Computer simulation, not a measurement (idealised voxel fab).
Process module heading - voxel fin reveal
Pictured: cross-section cut, 290 nm wide, on a grid of 5 nm square cells.
Each cross-section below is a grid of square cells, stated as bands in top-down order, with one or more rows of cells making up each band. Top height, bottom height, nm. Materials left to right, width each, nm. Single material + "everywhere" = fills band edge to edge. "empty" = empty. Height datum 0, below which the as-received substrate wafer is one material. Lowest band open at the bottom, running downward: "0..down". The two numbers in a width such as "30->40" mark its ends across the band: the first belongs to the top row of cells, the second to the bottom row, and from each row to the next the width moves by the same amount. A step reported as "same as before" is a step in which no cell of the cross-section changed. Under "Closed empty spaces" you'll find the enclosed gaps, the ones with no way out to the top, that are 8 cells or bigger; each reads width x height at distance, with distance counted from the left edge, everything in nm. If you see something after the settings on a step's line, that's the simulator's own remark about that step. What "overlay nm" on a step's line means: if the step has a mask, that mask lay this far to the right of its planned place, or, when the value is negative, to the left.
## Process steps (planned)
step 1: op RECEIVE | material Si
step 2: op CONFORMAL_DEP | material SiN | thk nm 5
step 3: op DIRECTIONAL_DEP | material aC | thk nm 10
step 4: op PATTERN | tone cover | mask id FINS | material resist | width nm 15 | pitch nm 35 | thk nm 30 | overlay nm 0
step 5: op DIRECTIONAL_ETCH | etch materials aC | depth nm 10
step 6: op STRIP | etch materials resist
step 7: op DIRECTIONAL_ETCH | etch materials SiN | depth nm 5
step 8: op DIRECTIONAL_ETCH | etch materials Si | depth nm 30
step 9: op STRIP | etch materials aC
step 10: op OXIDIZE | depth nm 5
step 11: op FILL_DEP | material SiO2 | thk nm 15
step 12: op CMP | height nm 5
step 13: op SELECTIVE_ETCH | etch materials SiO2 | depth nm 20
step 14: op STRIP | etch materials SiN
step 15: op CONFORMAL_DEP | material HfO2 | thk nm 5
## Shown in cross-section is the wafer as received, that is, as it stands after step 1
0..down = Si everywhere
Closed empty spaces: none
## Final wafer profile in cross-section after the module, from the same start and plan as above, with one mistake made during processing
5..0 = empty: 120  HfO2: 15  empty: 20  HfO2: 15  empty: 120
0..-10 = empty: 120  HfO2: 5  Si: 5  HfO2: 5  empty: 20  HfO2: 5  Si: 5  HfO2: 5  empty: 120
-10..-15 = HfO2: 105  empty: 15  HfO2: 5  Si: 5  HfO2: 5  empty: 20  HfO2: 5  Si: 5  HfO2: 5  empty: 15  HfO2: 105
-15..-20 = SiO2: 100  HfO2: 25  Si: 5  HfO2: 30  Si: 5  HfO2: 25  SiO2: 100
-20..-35 = SiO2: 125  Si: 5  SiO2: 30  Si: 5  SiO2: 125
-35..down = Si everywhere
Closed empty spaces: none
Processing error: mixed up steps 13 and 14 - ran each in the other's place
